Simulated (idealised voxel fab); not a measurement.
The name of this process module is voxel gate over fins.
For reference, the cross-section in this document is cut, with width 215 nm and square cells of 5 nm.
Heads up, the way a cross-section reads in here is a grid of square cells, handed over as bands from the top down, with every band being one or more rows of cells.
Read a band's entry like this: the first values are the height of its top and the height of its bottom in nm, and what follows is the sequence of materials from left to right, each with its width in nm. Note that "air" is empty space, and that a single material marked "throughout" reaches across the band from edge to edge.
The reference from which all heights are counted is 0, the level beneath which the as-received wafer is entirely one material; the lowest band, having no lower bound, proceeds downward and is written after the example "0 down".
Quick explanation for "30 to 40": the width changes in equal steps down the rows of cells, from the first number in the band's top row to the second number in its bottom row.
When a step is marked "everything unchanged", none of the cells in the cross-section changed during that step.
"Closed-off voids": empty spaces of 8 cells or more with no open way to the top, each given as width x height at distance, distance from the left edge, all in nm.
The remark found on a step's line after its settings is issued by the simulator itself and pertains to that step.
The "overlay nm" setting may appear on a step's line; for a step that uses a mask, it gives how far to the right of its planned position the mask lay, and a negative value indicates the left.

Process steps foreseen in the plan:
step 1: RECEIVE: material Si
step 2: CONFORMAL_DEP: material SiN, thk nm 10
step 3: DIRECTIONAL_DEP: material aC, thk nm 10
step 4: PATTERN: tone cover, mask id FINS, material resist, width nm 15, pitch nm 40, thk nm 30, overlay nm 0
step 5: DIRECTIONAL_ETCH: etch materials aC, depth nm 10
step 6: STRIP: etch materials resist
step 7: DIRECTIONAL_ETCH: etch materials SiN, depth nm 10
step 8: DIRECTIONAL_ETCH: etch materials Si, depth nm 30
step 9: STRIP: etch materials aC
step 10: OXIDIZE: depth nm 5
step 11: FILL_DEP: material SiO2, thk nm 5
step 12: CMP: height nm 10
step 13: SELECTIVE_ETCH: etch materials SiO2, depth nm 20
step 14: STRIP: etch materials SiN
step 15: CONFORMAL_DEP: material HfO2, thk nm 5
step 16: CONFORMAL_DEP: material TiN, thk nm 5
step 17: FILL_DEP: material W, thk nm 10
step 18: CMP: height nm 15
step 19: CONFORMAL_DEP: material SiCN, thk nm 5

As-received state of the wafer in cross-section, equivalent to post-step 1:
0 down: Si throughout
Closed-off voids: none

Cross-sectional image of the first of two wafers at the end of the module, the run having proceeded as planned:
20 to 15: SiCN throughout
15 to 10: W throughout
10 to 5: 55 W  25 TiN  15 W  25 TiN  15 W  25 TiN  55 W
5 to 0: 55 W  5 TiN  15 HfO2  5 TiN  15 W  5 TiN  15 HfO2  5 TiN  15 W  5 TiN  15 HfO2  5 TiN  55 W
0 to -5: 60 TiN  5 HfO2  5 Si  5 HfO2  25 TiN  5 HfO2  5 Si  5 HfO2  25 TiN  5 HfO2  5 Si  5 HfO2  60 TiN
-5 to -10: 65 HfO2  5 Si  35 HfO2  5 Si  35 HfO2  5 Si  65 HfO2
-10 to -35: 65 SiO2  5 Si  35 SiO2  5 Si  35 SiO2  5 Si  65 SiO2
-35 down: Si throughout
Closed-off voids: none

Cross-section at end of module for the second wafer of two, which matched the first in starting point and plan and differed by one mistake in its processing:
20 to 15: SiCN throughout
15 to 10: W throughout
10 to 5: 55 W  25 HfO2  15 W  25 HfO2  15 W  25 HfO2  55 W
5 to 0: 55 W  5 HfO2  15 TiN  5 HfO2  15 W  5 HfO2  15 TiN  5 HfO2  15 W  5 HfO2  15 TiN  5 HfO2  55 W
0 to -5: 60 HfO2  5 TiN  5 Si  5 TiN  25 HfO2  5 TiN  5 Si  5 TiN  25 HfO2  5 TiN  5 Si  5 TiN  60 HfO2
-5 to -10: 65 TiN  5 Si  35 TiN  5 Si  35 TiN  5 Si  65 TiN
-10 to -35: 65 SiO2  5 Si  35 SiO2  5 Si  35 SiO2  5 Si  65 SiO2
-35 down: Si throughout
Closed-off voids: none
Short version of what went wrong: step 16 occupied the plan position of step 15, and the converse holds as well
Cell counts per material: same on both final wafers. Positions: different.
